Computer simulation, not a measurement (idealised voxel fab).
Documented hereafter: the process module known as voxel self aligned vias.
Cross-section cut: width 260 nm, square cells of 5 nm.
Each cross-section below is a grid of square cells, stated as bands in top-down order, with one or more rows of cells making up each band. What a band's entry tells you: where the top is and where the bottom is, as heights in nm, and after that what lies inside, material by material from left to right, each with its width in nm. Empty space is written as the word "empty", and a single material marked with the word "everywhere" occupies the band from edge to edge. We count height from 0. Below that, the starting wafer is all one material. The lowest band never ends at the bottom but goes on down; see "0 and below" for how that is written. You'd read "30->40" like this: the band's top row of cells is as wide as the first number, its bottom row is as wide as the second, and going down, every row changes width by the same amount as the row before did. Take "nothing different" at face value: in the step it is given for, the cross-section changed in none of its cells. Empty spaces without an open route to the top, at least 8 cells in extent, make up the entry "Closed cavities"; each is given as width x height at distance, where the distance is measured from the left edge, and all are in nm. Post-settings text on a step line: simulator's own remark regarding the step. You can add "overlay nm" to a step's line. For a step with a mask, it describes how far the mask lay to the right of its planned position, and a negative number describes a lay to the left.

THE STEPS PLANNED FOR THE PROCESS ARE AS FOLLOWS
- 1: RECEIVE | material Si
- 2: CONFORMAL_DEP | material SiO2 | thk nm 10
- 3: CONFORMAL_DEP | material SiCN | thk nm 5
- 4: DIRECTIONAL_DEP | material lowk | thk nm 30
- 5: DIRECTIONAL_DEP | material aC | thk nm 15
- 6: PATTERN | tone open | mask id LINES | material resist | width nm 20 | pitch nm 60 | thk nm 30 | overlay nm 0
- 7: DIRECTIONAL_ETCH | etch materials aC | depth nm 15
- 8: STRIP | etch materials resist
- 9: DIRECTIONAL_ETCH | etch materials lowk | depth nm 30
- 10: STRIP | etch materials aC
- 11: CONFORMAL_DEP | material TiN | thk nm 5
- 12: FILL_DEP | material Ru | thk nm 5
- 13: CMP | height nm 45
- 14: SELECTIVE_ETCH | etch materials W Ru TiN | depth nm 5
- 15: FILL_DEP | material SiN | thk nm 5
- 16: CMP | height nm 45
- 17: DIRECTIONAL_DEP | material lowk | thk nm 20
- 18: MASKED_ETCH | tone open | mask id VIAS | width nm 40 | pitch nm 60 | etch materials lowk | depth nm 20 | overlay nm 0
- 19: MASKED_ETCH | tone open | mask id VIAS | width nm 40 | pitch nm 60 | etch materials SiN | depth nm 5 | overlay nm 0
- 20: CONFORMAL_DEP | material TiN | thk nm 5
- 21: FILL_DEP | material W | thk nm 5
- 22: CMP | height nm 65
- 23: CONFORMAL_DEP | material SiN | thk nm 5

THE FIRST WAFER OF TWO, PROCESSED AS PLANNED

CROSS-SECTION OF THE WAFER AS IT CAME TO US, I.E., ALREADY THROUGH STEP 1
- 0 and below = Si everywhere
- Closed cavities: none

CROSS-SECTION THROUGH THE WAFER, STEP 2 FINISHED
- 10 down to 0 = SiO2 everywhere
- Unchanged below 0.

CROSS-SECTION THROUGH THE WAFER, STEP 3 FINISHED
- 15 down to 10 = SiCN everywhere
- Unchanged below 10.

CROSS-SECTION THROUGH THE WAFER, STEP 4 FINISHED
- 45 down to 15 = lowk everywhere
- Unchanged below 15.

CROSS-SECTION THROUGH THE WAFER, STEP 5 FINISHED
- 60 down to 45 = aC everywhere
- Unchanged below 45.

CROSS-SECTION THROUGH THE WAFER, STEP 6 FINISHED
- 90 down to 60 = resist 90 nm, empty 20 nm, resist 40 nm, empty 20 nm, resist 90 nm
- Unchanged below 60.

CROSS-SECTION THROUGH THE WAFER, STEP 7 FINISHED
- 75 down to 60 = resist 90 nm, empty 20 nm, resist 40 nm, empty 20 nm, resist 90 nm
- 60 down to 45 = aC 90 nm, empty 20 nm, aC 40 nm, empty 20 nm, aC 90 nm
- Unchanged below 45.

CROSS-SECTION THROUGH THE WAFER, STEP 8 FINISHED
- 60 down to 45 = aC 90 nm, empty 20 nm, aC 40 nm, empty 20 nm, aC 90 nm
- Unchanged below 45.

CROSS-SECTION THROUGH THE WAFER, STEP 9 FINISHED
- 60 down to 45 = aC 90 nm, empty 20 nm, aC 40 nm, empty 20 nm, aC 90 nm
- 45 down to 15 = lowk 90 nm, empty 20 nm, lowk 40 nm, empty 20 nm, lowk 90 nm
- Unchanged below 15.

CROSS-SECTION THROUGH THE WAFER, STEP 10 FINISHED
- 45 down to 15 = lowk 90 nm, empty 20 nm, lowk 40 nm, empty 20 nm, lowk 90 nm
- Unchanged below 15.

CROSS-SECTION THROUGH THE WAFER, STEP 11 FINISHED
- 50 down to 45 = TiN 95 nm, empty 10 nm, TiN 50 nm, empty 10 nm, TiN 95 nm
- 45 down to 20 = lowk 90 nm, TiN 5 nm, empty 10 nm, TiN 5 nm, lowk 40 nm, TiN 5 nm, empty 10 nm, TiN 5 nm, lowk 90 nm
- 20 down to 15 = lowk 90 nm, TiN 20 nm, lowk 40 nm, TiN 20 nm, lowk 90 nm
- Unchanged below 15.

CROSS-SECTION THROUGH THE WAFER, STEP 12 FINISHED
- 55 down to 50 = Ru everywhere
- 50 down to 45 = TiN 95 nm, Ru 10 nm, TiN 50 nm, Ru 10 nm, TiN 95 nm
- 45 down to 20 = lowk 90 nm, TiN 5 nm, Ru 10 nm, TiN 5 nm, lowk 40 nm, TiN 5 nm, Ru 10 nm, TiN 5 nm, lowk 90 nm
- Unchanged below 20.

CROSS-SECTION THROUGH THE WAFER, STEP 13 FINISHED
- 45 down to 20 = lowk 90 nm, TiN 5 nm, Ru 10 nm, TiN 5 nm, lowk 40 nm, TiN 5 nm, Ru 10 nm, TiN 5 nm, lowk 90 nm
- Unchanged below 20.

CROSS-SECTION THROUGH THE WAFER, STEP 14 FINISHED
- 45 down to 40 = lowk 90 nm, empty 20 nm, lowk 40 nm, empty 20 nm, lowk 90 nm
- Unchanged below 40.

CROSS-SECTION THROUGH THE WAFER, STEP 15 FINISHED
- 50 down to 45 = SiN everywhere
- 45 down to 40 = lowk 90 nm, SiN 20 nm, lowk 40 nm, SiN 20 nm, lowk 90 nm
- Unchanged below 40.

CROSS-SECTION THROUGH THE WAFER, STEP 16 FINISHED
- 45 down to 40 = lowk 90 nm, SiN 20 nm, lowk 40 nm, SiN 20 nm, lowk 90 nm
- Unchanged below 40.

CROSS-SECTION THROUGH THE WAFER, STEP 17 FINISHED
- 65 down to 45 = lowk everywhere
- Unchanged below 45.

CROSS-SECTION THROUGH THE WAFER, STEP 18 FINISHED
- 65 down to 45 = lowk 80 nm, empty 40 nm, lowk 20 nm, empty 40 nm, lowk 80 nm
- Unchanged below 45.

CROSS-SECTION THROUGH THE WAFER, STEP 19 FINISHED
- 65 down to 45 = lowk 80 nm, empty 40 nm, lowk 20 nm, empty 40 nm, lowk 80 nm
- 45 down to 40 = lowk 90 nm, empty 20 nm, lowk 40 nm, empty 20 nm, lowk 90 nm
- Unchanged below 40.

CROSS-SECTION THROUGH THE WAFER, STEP 20 FINISHED
- 70 down to 65 = TiN 85 nm, empty 30 nm, TiN 30 nm, empty 30 nm, TiN 85 nm
- 65 down to 50 = lowk 80 nm, TiN 5 nm, empty 30 nm, TiN 5 nm, lowk 20 nm, TiN 5 nm, empty 30 nm, TiN 5 nm, lowk 80 nm
- 50 down to 45 = lowk 80 nm, TiN 15 nm, empty 10 nm, TiN 15 nm, lowk 20 nm, TiN 15 nm, empty 10 nm, TiN 15 nm, lowk 80 nm
- 45 down to 40 = lowk 90 nm, TiN 20 nm, lowk 40 nm, TiN 20 nm, lowk 90 nm
- Unchanged below 40.

CROSS-SECTION THROUGH THE WAFER, STEP 21 FINISHED
- 75 down to 70 = W everywhere
- 70 down to 65 = TiN 85 nm, W 30 nm, TiN 30 nm, W 30 nm, TiN 85 nm
- 65 down to 50 = lowk 80 nm, TiN 5 nm, W 30 nm, TiN 5 nm, lowk 20 nm, TiN 5 nm, W 30 nm, TiN 5 nm, lowk 80 nm
- 50 down to 45 = lowk 80 nm, TiN 15 nm, W 10 nm, TiN 15 nm, lowk 20 nm, TiN 15 nm, W 10 nm, TiN 15 nm, lowk 80 nm
- Unchanged below 45.

CROSS-SECTION THROUGH THE WAFER, STEP 22 FINISHED
- 65 down to 50 = lowk 80 nm, TiN 5 nm, W 30 nm, TiN 5 nm, lowk 20 nm, TiN 5 nm, W 30 nm, TiN 5 nm, lowk 80 nm
- Unchanged below 50.

CROSS-SECTION THROUGH THE WAFER, STEP 23 FINISHED
- 70 down to 65 = SiN everywhere
- Unchanged below 65.

REGARDING THE SECOND OF THE TWO WAFERS: IT SHARED THE FIRST WAFER'S STARTING CONDITION AND PROCESS PLAN, YET ONE ERROR OCCURRED DURING ITS EXECUTION. ITS HISTORY COINCIDES WITH THAT OF THE FIRST WAFER UP TO AND INCLUDING STEP 17

THE SECOND WAFER CUT THROUGH, AT THE TIME STEP 18 WAS SUPPOSED TO BE FINISHED
- 65 down to 45 = lowk 80 nm, empty 40 nm, lowk 20 nm, empty 40 nm, lowk 80 nm
- 45 down to 40 = lowk 80 nm, empty 10 nm, SiN 20 nm, empty 10 nm, lowk 20 nm, empty 10 nm, SiN 20 nm, empty 10 nm, lowk 80 nm
- 40 down to 25 = lowk 80 nm, empty 10 nm, TiN 5 nm, Ru 10 nm, TiN 5 nm, empty 10 nm, lowk 20 nm, empty 10 nm, TiN 5 nm, Ru 10 nm, TiN 5 nm, empty 10 nm, lowk 80 nm
- Unchanged below 25.

THE SECOND WAFER CUT THROUGH, AT THE TIME STEP 19 WAS SUPPOSED TO BE FINISHED
- 65 down to 40 = lowk 80 nm, empty 40 nm, lowk 20 nm, empty 40 nm, lowk 80 nm
- Unchanged below 40.

THE SECOND WAFER CUT THROUGH, AT THE TIME STEP 20 WAS SUPPOSED TO BE FINISHED
- 70 down to 65 = TiN 85 nm, empty 30 nm, TiN 30 nm, empty 30 nm, TiN 85 nm
- 65 down to 45 = lowk 80 nm, TiN 5 nm, empty 30 nm, TiN 5 nm, lowk 20 nm, TiN 5 nm, empty 30 nm, TiN 5 nm, lowk 80 nm
- 45 down to 40 = lowk 80 nm, TiN 40 nm, lowk 20 nm, TiN 40 nm, lowk 80 nm
- 40 down to 25 = lowk 80 nm, TiN 15 nm, Ru 10 nm, TiN 15 nm, lowk 20 nm, TiN 15 nm, Ru 10 nm, TiN 15 nm, lowk 80 nm
- Unchanged below 25.

THE SECOND WAFER CUT THROUGH, AT THE TIME STEP 21 WAS SUPPOSED TO BE FINISHED
- 75 down to 70 = W everywhere
- 70 down to 65 = TiN 85 nm, W 30 nm, TiN 30 nm, W 30 nm, TiN 85 nm
- 65 down to 45 = lowk 80 nm, TiN 5 nm, W 30 nm, TiN 5 nm, lowk 20 nm, TiN 5 nm, W 30 nm, TiN 5 nm, lowk 80 nm
- Unchanged below 45.

THE SECOND WAFER CUT THROUGH, AT THE TIME STEP 22 WAS SUPPOSED TO BE FINISHED
- 65 down to 45 = lowk 80 nm, TiN 5 nm, W 30 nm, TiN 5 nm, lowk 20 nm, TiN 5 nm, W 30 nm, TiN 5 nm, lowk 80 nm
- Unchanged below 45.

THE SECOND WAFER CUT THROUGH, AT THE TIME STEP 23 WAS SUPPOSED TO BE FINISHED
- 70 down to 65 = SiN everywhere
- Unchanged below 65.
Finding, execution versus plan: step 18 from the plan got run twice
Materials where the second wafer ends with more or fewer cells than the first: TiN: 24 more | W: 8 more | lowk: 32 fewer
